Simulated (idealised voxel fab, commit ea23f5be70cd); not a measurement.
Process module heading - voxel transistor to metal
This is section cut - it's 200 nm across, gridded in 5 nm square cells.
When this document writes out a cross-section, it uses a grid of square cells and lists it as bands, beginning at the top and moving down, with a band standing for one or more rows of cells. Band: top height; bottom height; in nm. Then, left to right: material with width in nm, for each material. "all across": a single material spanning edge to edge. "air": empty space. Below 0: as-received wafer, all one material; heights counted from there. Lowest band: no bottom, goes on down, written "0..down". You'd read "30..40" like this: the band's top row of cells is as wide as the first number, its bottom row is as wide as the second, and going down, every row changes width by the same amount as the row before did. You'll sometimes find "nothing was modified" written for a step, and that's the way of saying that nowhere in the cross-section did a cell change during that step. In the "Closed void entries" entry, you get each enclosed empty space of 8 cells or more, one with no open way to the top, written width x height at distance, distance from the left edge, in nm. Post-settings text on a step line: simulator's own remark regarding the step. A step's line can hold "overlay nm"; with a mask on that step, the setting says how far right of the planned place the mask lay, while a negative setting says it lay to the left. Pairs ahead. Before: cross-section ahead of one process step. After: cross-section once the step is done, shown to the lowest changed band only. Under each pair: that step, with settings. Caution: pairs may come from different runs of this module on the same starting wafer; a pair follows the pair above only where its "Pre-step condition" entry says so.
PRE-STEP CONDITION
    0..down | Si all across
    Closed void entries: none
POST-STEP APPEARANCE
    5..0 | SiO2 all across
    Unchanged below 0.
    Closed void entries: none
The before and after cross-sections above differ by one step: op CONFORMAL_DEP | material SiO2 | thk nm 5
Pre-step condition: as shown after the step in the preceding pair, directly above.
POST-STEP APPEARANCE
    20..5 | SiN all across
    Unchanged below 5.
    Closed void entries: none
The before and after cross-sections above differ by one step: op CONFORMAL_DEP | material SiN | thk nm 15
Pre-step condition: as shown after the step in the preceding pair, directly above.
POST-STEP APPEARANCE
    35..20 | air (50); resist (100); air (50)
    Unchanged below 20.
    Closed void entries: none
The before and after cross-sections above differ by one step: op PATTERN | tone cover | mask id ACTIVE | material resist | width nm 100 | thk nm 15 | overlay nm 0
Pre-step condition: as shown after the step in the preceding pair, directly above.
POST-STEP APPEARANCE
    35..20 | air (50); resist (100); air (50)
    20..5 | air (50); SiN (100); air (50)
    Unchanged below 5.
    Closed void entries: none
The before and after cross-sections above differ by one step: op DIRECTIONAL_ETCH | etch materials SiN | depth nm 15
Pre-step condition: as shown after the step in the preceding pair, directly above.
POST-STEP APPEARANCE
    35..20 | air (50); resist (100); air (50)
    20..5 | air (50); SiN (100); air (50)
    5..0 | air (50); SiO2 (100); air (50)
    Unchanged below 0.
    Closed void entries: none
The before and after cross-sections above differ by one step: op DIRECTIONAL_ETCH | etch materials SiO2 | depth nm 5
Pre-step condition: as shown after the step in the preceding pair, directly above.
POST-STEP APPEARANCE
    35..20 | air (50); resist (100); air (50)
    20..5 | air (50); SiN (100); air (50)
    5..0 | air (50); SiO2 (100); air (50)
    0..-35 | air (50); Si (100); air (50)
    Unchanged below -35.
    Closed void entries: none
The before and after cross-sections above differ by one step: op DIRECTIONAL_ETCH | etch materials Si | depth nm 35
Pre-step condition: as shown after the step in the preceding pair, directly above.
POST-STEP APPEARANCE
    20..5 | air (50); SiN (100); air (50)
    Unchanged below 5.
    Closed void entries: none
The before and after cross-sections above differ by one step: op STRIP | etch materials resist
Pre-step condition: as shown after the step in the preceding pair, directly above.
POST-STEP APPEARANCE
    35..20 | SiO2 all across
    20..5 | SiO2 (50); SiN (100); SiO2 (50)
    5..0 | SiO2 all across
    0..-35 | SiO2 (50); Si (100); SiO2 (50)
    Unchanged below -35.
    Closed void entries: none
The before and after cross-sections above differ by one step: op FILL_DEP | material SiO2 | thk nm 15
Pre-step condition: as shown after the step in the preceding pair, directly above.
POST-STEP APPEARANCE
    20..5 | SiO2 (50); SiN (100); SiO2 (50)
    Unchanged below 5.
    Closed void entries: none
The before and after cross-sections above differ by one step: op CMP | height nm 20
Pre-step condition: as shown after the step in the preceding pair, directly above.
POST-STEP APPEARANCE
    20..15 | air (50); SiN (100); air (50)
    Unchanged below 15.
    Closed void entries: none
The before and after cross-sections above differ by one step: op SELECTIVE_ETCH | etch materials SiO2 | depth nm 5
Pre-step condition: as shown after the step in the preceding pair, directly above.
POST-STEP APPEARANCE
    15..5 | SiO2 (50); air (100); SiO2 (50)
    Unchanged below 5.
    Closed void entries: none
The before and after cross-sections above differ by one step: op STRIP | etch materials SiN
Pre-step condition: as shown after the step in the preceding pair, directly above.
POST-STEP APPEARANCE
    10..0 | SiO2 (45); air (110); SiO2 (45)
    Unchanged below 0.
    Closed void entries: none
The before and after cross-sections above differ by one step: op SELECTIVE_ETCH | etch materials SiO2 | depth nm 5
Pre-step condition: as shown after the step in the preceding pair, directly above.
POST-STEP APPEARANCE
    10..0 | SiO2 (45); air (110); SiO2 (45)
    0..-5 | SiO2 all across
    Unchanged below -5.
    Closed void entries: none
The before and after cross-sections above differ by one step: op OXIDIZE | depth nm 5
Pre-step condition: as shown after the step in the preceding pair, directly above.
POST-STEP APPEARANCE
    40..30 | polySi (45); air (110); polySi (45)
    30..10 | polySi all across
    10..0 | SiO2 (45); polySi (110); SiO2 (45)
    Unchanged below 0.
    Closed void entries: none
The before and after cross-sections above differ by one step: op DIRECTIONAL_DEP | material polySi | thk nm 30
Pre-step condition: as shown after the step in the preceding pair, directly above.
POST-STEP APPEARANCE
    50..40 | SiCN (45); air (110); SiCN (45)
    40..30 | polySi (45); SiCN (110); polySi (45)
    Unchanged below 30.
    Closed void entries: none
The before and after cross-sections above differ by one step: op DIRECTIONAL_DEP | material SiCN | thk nm 10
Pre-step condition: as shown after the step in the preceding pair, directly above.
POST-STEP APPEARANCE
    65..50 | air (90); resist (20); air (90)
    50..40 | SiCN (45); air (45); resist (20); air (45); SiCN (45)
    Unchanged below 40.
    Closed void entries: none
The before and after cross-sections above differ by one step: op PATTERN | tone cover | mask id GATE | material resist | width nm 20 | thk nm 15 | overlay nm 0
Pre-step condition: as shown after the step in the preceding pair, directly above.
POST-STEP APPEARANCE
    65..40 | air (90); resist (20); air (90)
    40..30 | polySi (45); air (45); SiCN (20); air (45); polySi (45)
    Unchanged below 30.
    Closed void entries: none
The before and after cross-sections above differ by one step: op DIRECTIONAL_ETCH | etch materials SiCN | depth nm 20
Pre-step condition: as shown after the step in the preceding pair, directly above.
POST-STEP APPEARANCE
    65..40 | air (90); resist (20); air (90)
    40..30 | air (90); SiCN (20); air (90)
    30..10 | air (90); polySi (20); air (90)
    10..0 | SiO2 (45); air (45); polySi (20); air (45); SiO2 (45)
    Unchanged below 0.
    Closed void entries: none
The before and after cross-sections above differ by one step: op DIRECTIONAL_ETCH | etch materials polySi | depth nm 40
Pre-step condition: as shown after the step in the preceding pair, directly above.
POST-STEP APPEARANCE
    40..30 | air (90); SiCN (20); air (90)
    Unchanged below 30.
    Closed void entries: none
The before and after cross-sections above differ by one step: op STRIP | etch materials resist
Pre-step condition: as shown after the step in the preceding pair, directly above.
POST-STEP APPEARANCE
    45..40 | air (85); SiO2 (30); air (85)
    40..30 | air (85); SiO2 (5); SiCN (20); SiO2 (5); air (85)
    30..15 | air (85); SiO2 (5); polySi (20); SiO2 (5); air (85)
    15..5 | SiO2 (50); air (35); SiO2 (5); polySi (20); SiO2 (5); air (35); SiO2 (50)
    5..0 | SiO2 (90); polySi (20); SiO2 (90)
    Unchanged below 0.
    Closed void entries: none
The before and after cross-sections above differ by one step: op CONFORMAL_DEP | material SiO2 | thk nm 5
Pre-step condition: as shown after the step in the preceding pair, directly above.
POST-STEP APPEARANCE
    40..30 | air (85); SiO2 (5); SiCN (20); SiO2 (5); air (85)
    30..10 | air (85); SiO2 (5); polySi (20); SiO2 (5); air (85)
    10..0 | SiO2 (50); air (35); SiO2 (5); polySi (20); SiO2 (5); air (35); SiO2 (50)
    Unchanged below 0.
    Closed void entries: none
The before and after cross-sections above differ by one step: op DIRECTIONAL_ETCH | etch materials SiO2 | depth nm 5
Pre-step condition: as shown after the step in the preceding pair, directly above.
POST-STEP APPEARANCE
    45..40 | air (80); SiN (40); air (80)
    40..30 | air (80); SiN (5); SiO2 (5); SiCN (20); SiO2 (5); SiN (5); air (80)
    30..15 | air (80); SiN (5); SiO2 (5); polySi (20); SiO2 (5); SiN (5); air (80)
    15..10 | SiN (55); air (25); SiN (5); SiO2 (5); polySi (20); SiO2 (5); SiN (5); air (25); SiN (55)
    10..5 | SiO2 (50); SiN (5); air (25); SiN (5); SiO2 (5); polySi (20); SiO2 (5); SiN (5); air (25); SiN (5); SiO2 (50)
    5..0 | SiO2 (50); SiN (35); SiO2 (5); polySi (20); SiO2 (5); SiN (35); SiO2 (50)
    Unchanged below 0.
    Closed void entries: none
The before and after cross-sections above differ by one step: op CONFORMAL_DEP | material SiN | thk nm 5
Pre-step condition: as shown after the step in the preceding pair, directly above.
POST-STEP APPEARANCE
    40..30 | air (80); SiN (5); SiO2 (5); SiCN (20); SiO2 (5); SiN (5); air (80)
    30..10 | air (80); SiN (5); SiO2 (5); polySi (20); SiO2 (5); SiN (5); air (80)
    10..0 | SiO2 (50); SiN (5); air (25); SiN (5); SiO2 (5); polySi (20); SiO2 (5); SiN (5); air (25); SiN (5); SiO2 (50)
    Unchanged below 0.
    Closed void entries: none
The before and after cross-sections above differ by one step: op DIRECTIONAL_ETCH | etch materials SiN | depth nm 5
Pre-step condition: as shown after the step in the preceding pair, directly above.
POST-STEP APPEARANCE
    40..35 | air (80); SiN (5); air (5); SiCN (20); air (5); SiN (5); air (80)
    35..30 | air (80); SiN (5); SiO2 (5); SiCN (20); SiO2 (5); SiN (5); air (80)
    30..10 | air (80); SiN (5); SiO2 (5); polySi (20); SiO2 (5); SiN (5); air (80)
    10..5 | air (50); SiN (5); air (25); SiN (5); SiO2 (5); polySi (20); SiO2 (5); SiN (5); air (25); SiN (5); air (50)
    5..0 | SiO2 (50); SiN (5); air (25); SiN (5); SiO2 (5); polySi (20); SiO2 (5); SiN (5); air (25); SiN (5); SiO2 (50)
    0..-5 | SiO2 (55); air (25); SiO2 (40); air (25); SiO2 (55)
    Unchanged below -5.
    Closed void entries: none
The before and after cross-sections above differ by one step: op DIRECTIONAL_ETCH | etch materials SiO2 | depth nm 5
Pre-step condition: as shown after the step in the preceding pair, directly above.
POST-STEP APPEARANCE
    40..35 | air (80); SiN (5); air (5); SiCN (20); air (5); SiN (5); air (80)
    35..30 | air (80); SiN (5); SiO2 (5); SiCN (20); SiO2 (5); SiN (5); air (80)
    30..10 | air (80); SiN (5); SiO2 (5); polySi (20); SiO2 (5); SiN (5); air (80)
    10..5 | air (50); SiN (5); air (25); SiN (5); SiO2 (5); polySi (20); SiO2 (5); SiN (5); air (25); SiN (5); air (50)
    5..0 | SiO2 (50); SiN (5); air (25); SiN (5); SiO2 (5); polySi (20); SiO2 (5); SiN (5); air (25); SiN (5); SiO2 (50)
    0..-5 | SiO2 (55); air (25); SiO2 (40); air (25); SiO2 (55)
    -5..-20 | SiO2 (50); Si (5); air (25); Si (40); air (25); Si (5); SiO2 (50)
    Unchanged below -20.
    Closed void entries: none
The before and after cross-sections above differ by one step: op DIRECTIONAL_ETCH | etch materials Si | depth nm 15
Pre-step condition: as shown after the step in the preceding pair, directly above.
POST-STEP APPEARANCE
    40..35 | air (80); SiN (5); air (5); SiCN (20); air (5); SiN (5); air (80)
    35..30 | air (80); SiN (5); SiO2 (5); SiCN (20); SiO2 (5); SiN (5); air (80)
    30..10 | air (80); SiN (5); SiO2 (5); polySi (20); SiO2 (5); SiN (5); air (80)
    10..5 | air (50); SiN (5); SiGe (25); SiN (5); SiO2 (5); polySi (20); SiO2 (5); SiN (5); SiGe (25); SiN (5); air (50)
    5..0 | SiO2 (50); SiN (5); SiGe (25); SiN (5); SiO2 (5); polySi (20); SiO2 (5); SiN (5); SiGe (25); SiN (5); SiO2 (50)
    0..-5 | SiO2 (55); SiGe (25); SiO2 (40); SiGe (25); SiO2 (55)
    -5..-20 | SiO2 (50); Si (5); SiGe (25); Si (40); SiGe (25); Si (5); SiO2 (50)
    Unchanged below -20.
    Closed void entries: none
The before and after cross-sections above differ by one step: op EPI | material SiGe | thk nm 15
Pre-step condition: as shown after the step in the preceding pair, directly above.
POST-STEP APPEARANCE
    45..40 | SiO2 all across
    40..30 | SiO2 (80); SiN (5); SiO2 (5); SiCN (20); SiO2 (5); SiN (5); SiO2 (80)
    30..10 | SiO2 (80); SiN (5); SiO2 (5); polySi (20); SiO2 (5); SiN (5); SiO2 (80)
    10..0 | SiO2 (50); SiN (5); SiGe (25); SiN (5); SiO2 (5); polySi (20); SiO2 (5); SiN (5); SiGe (25); SiN (5); SiO2 (50)
    Unchanged below 0.
    Closed void entries: none
The before and after cross-sections above differ by one step: op FILL_DEP | material SiO2 | thk nm 5
Pre-step condition: as shown after the step in the preceding pair, directly above.
POST-STEP APPEARANCE
    40..30 | SiO2 (80); SiN (5); SiO2 (5); SiCN (20); SiO2 (5); SiN (5); SiO2 (80)
    Unchanged below 30.
    Closed void entries: none
The before and after cross-sections above differ by one step: op CMP | height nm 40
Pre-step condition: as shown after the step in the preceding pair, directly above.
POST-STEP APPEARANCE
    55..40 | SiO2 all across
    Unchanged below 40.
    Closed void entries: none
The before and after cross-sections above differ by one step: op DIRECTIONAL_DEP | material SiO2 | thk nm 15
Pre-step condition: as shown after the step in the preceding pair, directly above.
POST-STEP APPEARANCE
    55..40 | SiO2 (55); air (20); SiO2 (50); air (20); SiO2 (55)
    40..30 | SiO2 (55); air (20); SiO2 (5); SiN (5); SiO2 (5); SiCN (20); SiO2 (5); SiN (5); SiO2 (5); air (20); SiO2 (55)
    30..10 | SiO2 (55); air (20); SiO2 (5); SiN (5); SiO2 (5); polySi (20); SiO2 (5); SiN (5); SiO2 (5); air (20); SiO2 (55)
    Unchanged below 10.
    Closed void entries: none
The before and after cross-sections above differ by one step: op MASKED_ETCH | tone open | mask id CONTACT | width nm 20 | pitch nm 70 | etch materials SiO2 | depth nm 45 | overlay nm 0
Pre-step condition: as shown after the step in the preceding pair, directly above.
POST-STEP APPEARANCE
    60..55 | TiN (60); air (10); TiN (60); air (10); TiN (60)
    55..40 | SiO2 (55); TiN (5); air (10); TiN (5); SiO2 (50); TiN (5); air (10); TiN (5); SiO2 (55)
    40..30 | SiO2 (55); TiN (5); air (10); TiN (5); SiO2 (5); SiN (5); SiO2 (5); SiCN (20); SiO2 (5); SiN (5); SiO2 (5); TiN (5); air (10); TiN (5); SiO2 (55)
    30..15 | SiO2 (55); TiN (5); air (10); TiN (5); SiO2 (5); SiN (5); SiO2 (5); polySi (20); SiO2 (5); SiN (5); SiO2 (5); TiN (5); air (10); TiN (5); SiO2 (55)
    15..10 | SiO2 (55); TiN (20); SiO2 (5); SiN (5); SiO2 (5); polySi (20); SiO2 (5); SiN (5); SiO2 (5); TiN (20); SiO2 (55)
    Unchanged below 10.
    Closed void entries: none
The before and after cross-sections above differ by one step: op CONFORMAL_DEP | material TiN | thk nm 5
Pre-step condition: as shown after the step in the preceding pair, directly above.
POST-STEP APPEARANCE
    70..60 | W all across
    60..55 | TiN (60); W (10); TiN (60); W (10); TiN (60)
    55..40 | SiO2 (55); TiN (5); W (10); TiN (5); SiO2 (50); TiN (5); W (10); TiN (5); SiO2 (55)
    40..30 | SiO2 (55); TiN (5); W (10); TiN (5); SiO2 (5); SiN (5); SiO2 (5); SiCN (20); SiO2 (5); SiN (5); SiO2 (5); TiN (5); W (10); TiN (5); SiO2 (55)
    30..15 | SiO2 (55); TiN (5); W (10); TiN (5); SiO2 (5); SiN (5); SiO2 (5); polySi (20); SiO2 (5); SiN (5); SiO2 (5); TiN (5); W (10); TiN (5); SiO2 (55)
    Unchanged below 15.
    Closed void entries: none
The before and after cross-sections above differ by one step: op FILL_DEP | material W | thk nm 10
Pre-step condition: as shown after the step in the preceding pair, directly above.
POST-STEP APPEARANCE
    55..40 | SiO2 (55); TiN (5); W (10); TiN (5); SiO2 (50); TiN (5); W (10); TiN (5); SiO2 (55)
    Unchanged below 40.
    Closed void entries: none
The before and after cross-sections above differ by one step: op CMP | height nm 55
Pre-step condition: as shown after the step in the preceding pair, directly above.
POST-STEP APPEARANCE
    60..55 | TiN all across
    Unchanged below 55.
    Closed void entries: none
The before and after cross-sections above differ by one step: op DIRECTIONAL_DEP | material TiN | thk nm 5
Pre-step condition: as shown after the step in the preceding pair, directly above.
POST-STEP APPEARANCE
    80..60 | Ru all across
    Unchanged below 60.
    Closed void entries: none
The before and after cross-sections above differ by one step: op DIRECTIONAL_DEP | material Ru | thk nm 20
Pre-step condition: as shown after the step in the preceding pair, directly above.
POST-STEP APPEARANCE
    95..80 | aC all across
    Unchanged below 80.
    Closed void entries: none
The before and after cross-sections above differ by one step: op DIRECTIONAL_DEP | material aC | thk nm 15
Pre-step condition: as shown after the step in the preceding pair, directly above.
POST-STEP APPEARANCE
    125..95 | air (55); resist (20); air (50); resist (20); air (55)
    Unchanged below 95.
    Closed void entries: none
The before and after cross-sections above differ by one step: op PATTERN | tone cover | mask id METAL_1 | material resist | width nm 20 | pitch nm 70 | thk nm 30 | overlay nm 0
Pre-step condition: as shown after the step in the preceding pair, directly above.
POST-STEP APPEARANCE
    110..95 | air (55); resist (20); air (50); resist (20); air (55)
    95..80 | air (55); aC (20); air (50); aC (20); air (55)
    Unchanged below 80.
    Closed void entries: none
The before and after cross-sections above differ by one step: op DIRECTIONAL_ETCH | etch materials aC | depth nm 15
Pre-step condition: as shown after the step in the preceding pair, directly above.
POST-STEP APPEARANCE
    95..80 | air (55); aC (20); air (50); aC (20); air (55)
    Unchanged below 80.
    Closed void entries: none
The before and after cross-sections above differ by one step: op STRIP | etch materials resist
Pre-step condition: as shown after the step in the preceding pair, directly above.
POST-STEP APPEARANCE
    95..80 | air (55); aC (20); air (50); aC (20); air (55)
    80..60 | air (55); Ru (20); air (50); Ru (20); air (55)
    Unchanged below 60.
    Closed void entries: none
The before and after cross-sections above differ by one step: op DIRECTIONAL_ETCH | etch materials Ru | depth nm 20
Pre-step condition: as shown after the step in the preceding pair, directly above.
POST-STEP APPEARANCE
    95..80 | air (55); aC (20); air (50); aC (20); air (55)
    80..60 | air (55); Ru (20); air (50); Ru (20); air (55)
    60..55 | air (55); TiN (20); air (50); TiN (20); air (55)
    Unchanged below 55.
    Closed void entries: none
The before and after cross-sections above differ by one step: op DIRECTIONAL_ETCH | etch materials TiN | depth nm 5
Pre-step condition: as shown after the step in the preceding pair, directly above.
POST-STEP APPEARANCE
    80..60 | air (55); Ru (20); air (50); Ru (20); air (55)
    Unchanged below 60.
    Closed void entries: none
The before and after cross-sections above differ by one step: op STRIP | etch materials aC
Pre-step condition: as shown after the step in the preceding pair, directly above.
POST-STEP APPEARANCE
    90..80 | lowk all across
    80..60 | lowk (55); Ru (20); lowk (50); Ru (20); lowk (55)
    60..55 | lowk (55); TiN (20); lowk (50); TiN (20); lowk (55)
    Unchanged below 55.
    Closed void entries: none
The before and after cross-sections above differ by one step: op FILL_DEP | material lowk | thk nm 10
Pre-step condition: as shown after the step in the preceding pair, directly above.
POST-STEP APPEARANCE
    80..60 | lowk (55); Ru (20); lowk (50); Ru (20); lowk (55)
    Unchanged below 60.
    Closed void entries: none
The before and after cross-sections above differ by one step: op CMP | height nm 80
Pre-step condition: as shown after the step in the preceding pair, directly above.
POST-STEP APPEARANCE
    85..80 | SiCN all across
    Unchanged below 80.
    Closed void entries: none
The before and after cross-sections above differ by one step: op CONFORMAL_DEP | material SiCN | thk nm 5
Pre-step condition: as shown after the step in the preceding pair, directly above.
POST-STEP APPEARANCE
    115..85 | SiO2 all across
    Unchanged below 85.
    Closed void entries: none
The before and after cross-sections above differ by one step: op DIRECTIONAL_DEP | material SiO2 | thk nm 30
Pre-step condition: as shown after the step in the preceding pair, directly above.
POST-STEP APPEARANCE
    135..115 | resist (55); air (15); resist (55); air (15); resist (60)
    Unchanged below 115.
    Closed void entries: none
The before and after cross-sections above differ by one step: op PATTERN | tone open | mask id METAL_2_HOLES | material resist | width nm 15 | pitch nm 70 | thk nm 20 | overlay nm 0
Pre-step condition: as shown after the step in the preceding pair, directly above.
POST-STEP APPEARANCE
    135..115 | resist (55); air (15); resist (55); air (15); resist (60)
    115..85 | SiO2 (55); air (15); SiO2 (55); air (15); SiO2 (60)
    Unchanged below 85.
    Closed void entries: none
The before and after cross-sections above differ by one step: op DIRECTIONAL_ETCH | etch materials SiO2 | depth nm 30
Pre-step condition: as shown after the step in the preceding pair, directly above.
POST-STEP APPEARANCE
    115..85 | SiO2 (55); air (15); SiO2 (55); air (15); SiO2 (60)
    Unchanged below 85.
    Closed void entries: none
The before and after cross-sections above differ by one step: op STRIP | etch materials resist
Pre-step condition: as shown after the step in the preceding pair, directly above.
POST-STEP APPEARANCE
    130..115 | aC (55); air (15); aC (55); air (15); aC (60)
    115..100 | SiO2 (55); air (15); SiO2 (55); air (15); SiO2 (60)
    100..85 | SiO2 (55); aC (15); SiO2 (55); aC (15); SiO2 (60)
    Unchanged below 85.
    Closed void entries: none
The before and after cross-sections above differ by one step: op DIRECTIONAL_DEP | material aC | thk nm 15
Pre-step condition: as shown after the step in the preceding pair, directly above.
POST-STEP APPEARANCE
    160..130 | resist (55); air (20); resist (50); air (20); resist (55)
    Unchanged below 130.
    Closed void entries: none
The before and after cross-sections above differ by one step: op PATTERN | tone open | mask id METAL_2 | material resist | width nm 20 | pitch nm 70 | thk nm 30 | overlay nm 0
Pre-step condition: as shown after the step in the preceding pair, directly above.
POST-STEP APPEARANCE
    145..130 | resist (55); air (20); resist (50); air (20); resist (55)
    130..115 | aC (55); air (20); aC (50); air (20); aC (55)
    115..85 | SiO2 (55); air (15); SiO2 (55); air (15); SiO2 (60)
    Unchanged below 85.
    Closed void entries: none
The before and after cross-sections above differ by one step: op DIRECTIONAL_ETCH | etch materials aC | depth nm 15
Pre-step condition: as shown after the step in the preceding pair, directly above.
POST-STEP APPEARANCE
    130..115 | aC (55); air (20); aC (50); air (20); aC (55)
    Unchanged below 115.
    Closed void entries: none
The before and after cross-sections above differ by one step: op STRIP | etch materials resist
Pre-step condition: as shown after the step in the preceding pair, directly above.
POST-STEP APPEARANCE
    130..115 | aC (55); air (20); aC (50); air (20); aC (55)
    115..100 | SiO2 (55); air (20); SiO2 (50); air (20); SiO2 (55)
    Unchanged below 100.
    Closed void entries: none
The before and after cross-sections above differ by one step: op DIRECTIONAL_ETCH | etch materials SiO2 | depth nm 15
Pre-step condition: as shown after the step in the preceding pair, directly above.
POST-STEP APPEARANCE
    130..115 | aC (55); air (20); aC (50); air (20); aC (55)
    115..100 | SiO2 (55); air (20); SiO2 (50); air (20); SiO2 (55)
    100..85 | SiO2 (55); air (15); SiO2 (55); air (15); SiO2 (60)
    85..80 | SiCN (55); air (15); SiCN (55); air (15); SiCN (60)
    Unchanged below 80.
    Closed void entries: none
The before and after cross-sections above differ by one step: op DIRECTIONAL_ETCH | etch materials SiCN | depth nm 5
Pre-step condition: as shown after the step in the preceding pair, directly above.
POST-STEP APPEARANCE
    115..100 | SiO2 (55); air (20); SiO2 (50); air (20); SiO2 (55)
    Unchanged below 100.
    Closed void entries: none
The before and after cross-sections above differ by one step: op STRIP | etch materials aC
Pre-step condition: as shown after the step in the preceding pair, directly above.
POST-STEP APPEARANCE
    120..115 | TiN (60); air (10); TiN (60); air (10); TiN (60)
    115..105 | SiO2 (55); TiN (5); air (10); TiN (5); SiO2 (50); TiN (5); air (10); TiN (5); SiO2 (55)
    105..100 | SiO2 (55); TiN (5); air (5); TiN (10); SiO2 (50); TiN (5); air (5); TiN (10); SiO2 (55)
    100..85 | SiO2 (55); TiN (5); air (5); TiN (5); SiO2 (55); TiN (5); air (5); TiN (5); SiO2 (60)
    85..80 | SiCN (55); TiN (15); SiCN (55); TiN (15); SiCN (60)
    Unchanged below 80.
    Closed void entries: none
The before and after cross-sections above differ by one step: op CONFORMAL_DEP | material TiN | thk nm 5
Pre-step condition: as shown after the step in the preceding pair, directly above.
POST-STEP APPEARANCE
    130..120 | Cu all across
    120..115 | TiN (60); Cu (10); TiN (60); Cu (10); TiN (60)
    115..105 | SiO2 (55); TiN (5); Cu (10); TiN (5); SiO2 (50); TiN (5); Cu (10); TiN (5); SiO2 (55)
    105..100 | SiO2 (55); TiN (5); Cu (5); TiN (10); SiO2 (50); TiN (5); Cu (5); TiN (10); SiO2 (55)
    100..85 | SiO2 (55); TiN (5); Cu (5); TiN (5); SiO2 (55); TiN (5); Cu (5); TiN (5); SiO2 (60)
    Unchanged below 85.
    Closed void entries: none
The before and after cross-sections above differ by one step: op FILL_DEP | material Cu | thk nm 10
Pre-step condition: as shown after the step in the preceding pair, directly above.
POST-STEP APPEARANCE
    115..105 | SiO2 (55); TiN (5); Cu (10); TiN (5); SiO2 (50); TiN (5); Cu (10); TiN (5); SiO2 (55)
    Unchanged below 105.
    Closed void entries: none
The before and after cross-sections above differ by one step: op CMP | height nm 115
Pre-step condition: as shown after the step in the preceding pair, directly above.
POST-STEP APPEARANCE
    120..115 | SiN all across
    Unchanged below 115.
    Closed void entries: none
The before and after cross-sections above differ by one step: op CONFORMAL_DEP | material SiN | thk nm 5
PRE-STEP CONDITION
    130..120 | Cu all across
    120..115 | TiN (60); Cu (10); TiN (60); Cu (10); TiN (60)
    115..105 | SiO2 (55); TiN (5); Cu (10); TiN (5); SiO2 (50); TiN (5); Cu (10); TiN (5); SiO2 (55)
    105..100 | SiO2 (55); TiN (5); Cu (5); TiN (10); SiO2 (50); TiN (5); Cu (5); TiN (10); SiO2 (55)
    100..85 | SiO2 (55); TiN (5); Cu (5); TiN (5); SiO2 (55); TiN (5); Cu (5); TiN (5); SiO2 (60)
    85..80 | SiCN (55); TiN (15); SiCN (55); TiN (15); SiCN (60)
    80..60 | lowk (55); Ru (20); lowk (50); Ru (20); lowk (55)
    60..55 | lowk (55); TiN (20); lowk (50); TiN (20); lowk (55)
    55..40 | SiO2 (55); TiN (5); W (10); TiN (5); SiO2 (50); TiN (5); W (10); TiN (5); SiO2 (55)
    40..30 | SiO2 (55); TiN (5); W (10); TiN (5); SiO2 (5); SiN (5); SiO2 (5); SiCN (20); SiO2 (5); SiN (5); SiO2 (5); TiN (5); W (10); TiN (5); SiO2 (55)
    30..15 | SiO2 (55); TiN (5); W (10); TiN (5); SiO2 (5); SiN (5); SiO2 (5); polySi (20); SiO2 (5); SiN (5); SiO2 (5); TiN (5); W (10); TiN (5); SiO2 (55)
    15..10 | SiO2 (55); TiN (20); SiO2 (5); SiN (5); SiO2 (5); polySi (20); SiO2 (5); SiN (5); SiO2 (5); TiN (20); SiO2 (55)
    10..0 | SiO2 (50); SiN (5); SiGe (25); SiN (5); SiO2 (5); polySi (20); SiO2 (5); SiN (5); SiGe (25); SiN (5); SiO2 (50)
    0..-5 | SiO2 (55); SiGe (25); SiO2 (40); SiGe (25); SiO2 (55)
    -5..-20 | SiO2 (50); Si (5); SiGe (25); Si (40); SiGe (25); Si (5); SiO2 (50)
    -20..-35 | SiO2 (50); Si (100); SiO2 (50)
    -35..down | Si all across
    Closed void entries: none
POST-STEP APPEARANCE
    135..130 | SiN all across
    Unchanged below 130.
    Closed void entries: none
The before and after cross-sections above differ by one step: op CONFORMAL_DEP | material SiN | thk nm 5
PRE-STEP CONDITION
    40..35 | air (80); SiN (5); air (5); SiCN (20); air (5); SiN (5); air (80)
    35..30 | air (80); SiN (5); SiO2 (5); SiCN (20); SiO2 (5); SiN (5); air (80)
    30..10 | air (80); SiN (5); SiO2 (5); polySi (20); SiO2 (5); SiN (5); air (80)
    10..5 | air (50); SiN (5); air (25); SiN (5); SiO2 (5); polySi (20); SiO2 (5); SiN (5); air (25); SiN (5); air (50)
    5..0 | SiO2 (50); SiN (5); air (25); SiN (5); SiO2 (5); polySi (20); SiO2 (5); SiN (5); air (25); SiN (5); SiO2 (50)
    0..-5 | SiO2 (55); air (25); SiO2 (40); air (25); SiO2 (55)
    -5..-20 | SiO2 (50); Si (5); air (25); Si (40); air (25); Si (5); SiO2 (50)
    -20..-35 | SiO2 (50); Si (100); SiO2 (50)
    -35..down | Si all across
    Closed void entries: none
POST-STEP APPEARANCE
    40..35 | air (80); SiN (5); air (5); SiCN (20); air (5); SiN (5); air (80)
    35..30 | air (80); SiN (5); SiO2 (5); SiCN (20); SiO2 (5); SiN (5); air (80)
    30..10 | air (80); SiN (5); SiO2 (5); polySi (20); SiO2 (5); SiN (5); air (80)
    10..5 | air (50); SiN (5); air (25); SiN (5); SiO2 (5); polySi (20); SiO2 (5); SiN (5); air (25); SiN (5); air (50)
    5..0 | SiO2 (50); SiN (5); air (25); SiN (5); SiO2 (5); polySi (20); SiO2 (5); SiN (5); air (25); SiN (5); SiO2 (50)
    0..-5 | SiO2 (55); air (25); SiO2 (40); air (25); SiO2 (55)
    -5..-35 | SiO2 (50); Si (5); air (25); Si (40); air (25); Si (5); SiO2 (50)
    Unchanged below -35.
    Closed void entries: none
The before and after cross-sections above differ by one step: op DIRECTIONAL_ETCH | etch materials Si | depth nm 15
Pre-step condition: as shown after the step in the preceding pair, directly above.
POST-STEP APPEARANCE
    40..35 | air (80); SiN (5); air (5); SiCN (20); air (5); SiN (5); air (80)
    35..30 | air (80); SiN (5); SiO2 (5); SiCN (20); SiO2 (5); SiN (5); air (80)
    30..10 | air (80); SiN (5); SiO2 (5); polySi (20); SiO2 (5); SiN (5); air (80)
    10..5 | air (50); SiN (5); SiGe (25); SiN (5); SiO2 (5); polySi (20); SiO2 (5); SiN (5); SiGe (25); SiN (5); air (50)
    5..0 | SiO2 (50); SiN (5); SiGe (25); SiN (5); SiO2 (5); polySi (20); SiO2 (5); SiN (5); SiGe (25); SiN (5); SiO2 (50)
    0..-5 | SiO2 (55); SiGe (25); SiO2 (40); SiGe (25); SiO2 (55)
    -5..-35 | SiO2 (50); Si (5); SiGe (25); Si (40); SiGe (25); Si (5); SiO2 (50)
    Unchanged below -35.
    Closed void entries: none
The before and after cross-sections above differ by one step: op EPI | material SiGe | thk nm 15
